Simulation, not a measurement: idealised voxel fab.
This is a process module. Its name is voxel local oxidation.
This is section cut - it's 220 nm across, gridded in 5 nm square cells.
In this document a cross-section is written as a grid of square cells. It is given as a series of bands, listed from the top down, and a band is one or more rows of cells.
Heads up on the band format: heights come first, top then bottom, in nm. After that it's the materials left to right, each with its width in nm. A single material flagged "throughout" fills the whole band edge to edge, and "blank" means there's empty space there.
Convention: height 0 is the level below which the wafer, as received, is all one material. The lowest band does not terminate at the bottom but continues downward, represented as "top 0, no bottom".
Width: "30->40" (first number = top row, second number = bottom row, same change from row to row of cells).
"same as before" for a step: no cell of the cross-section changed in that step.
This entry, "Voids, fully enclosed", enumerates those empty regions of no fewer than 8 cells that possess no open connection to the top. Each region is reported in the form width x height at distance, the distance being taken from the left edge, with all three quantities expressed in nm.
Anything after a step's settings on that line? It's the simulator's own note about the step.
overlay nm: mask offset rightward from planned place, masked step; negative means leftward offset.

# This section lists the process steps that were planned
1: RECEIVE, material Si
2: OXIDIZE, depth nm 5
3: CONFORMAL_DEP, material SiN, thk nm 10
4: DIRECTIONAL_DEP, material aC, thk nm 10
5: PATTERN, tone cover, mask id ACTIVE, material resist, width nm 115, thk nm 25, overlay nm 0
6: DIRECTIONAL_ETCH, etch materials aC, depth nm 10
7: STRIP, etch materials resist
8: DIRECTIONAL_ETCH, etch materials SiN, depth nm 10
9: STRIP, etch materials aC
10: SELECTIVE_ETCH, etch materials SiO2, depth nm 5
11: OXIDIZE, depth nm 15
12: STRIP, etch materials SiN

# Wafer at receipt (post step 1), cross-section
* top 0, no bottom | Si throughout
* Voids, fully enclosed: none

# Cross-section, first of two wafers, end of module, run as planned
* top 0, bottom -5 | blank (55); SiO2 (105); blank (60)
* top -5, bottom -20 | SiO2 (70); Si (75); SiO2 (75)
* top -20, no bottom | Si throughout
* Voids, fully enclosed: none

# Cross-section of the latter of the two wafers at module completion. It had an identical start and an identical plan to the former; in running it, one mistake was made
* top 0, bottom -5 | SiO2 (45); blank (125); SiO2 (50)
* top -5, bottom -20 | Si (30); SiO2 (155); Si (35)
* top -20, no bottom | Si throughout
* Voids, fully enclosed: none
Error vs. plan: for step 5, the planned setting was not used; the step was instead run as PATTERN, tone open, mask id ACTIVE, material resist, width nm 115, thk nm 25, overlay nm 0
It is noted that, at the conclusion of processing, the second wafer exhibits a higher or lower cell count for certain materials relative to the first: Si -6 | SiO2 +4
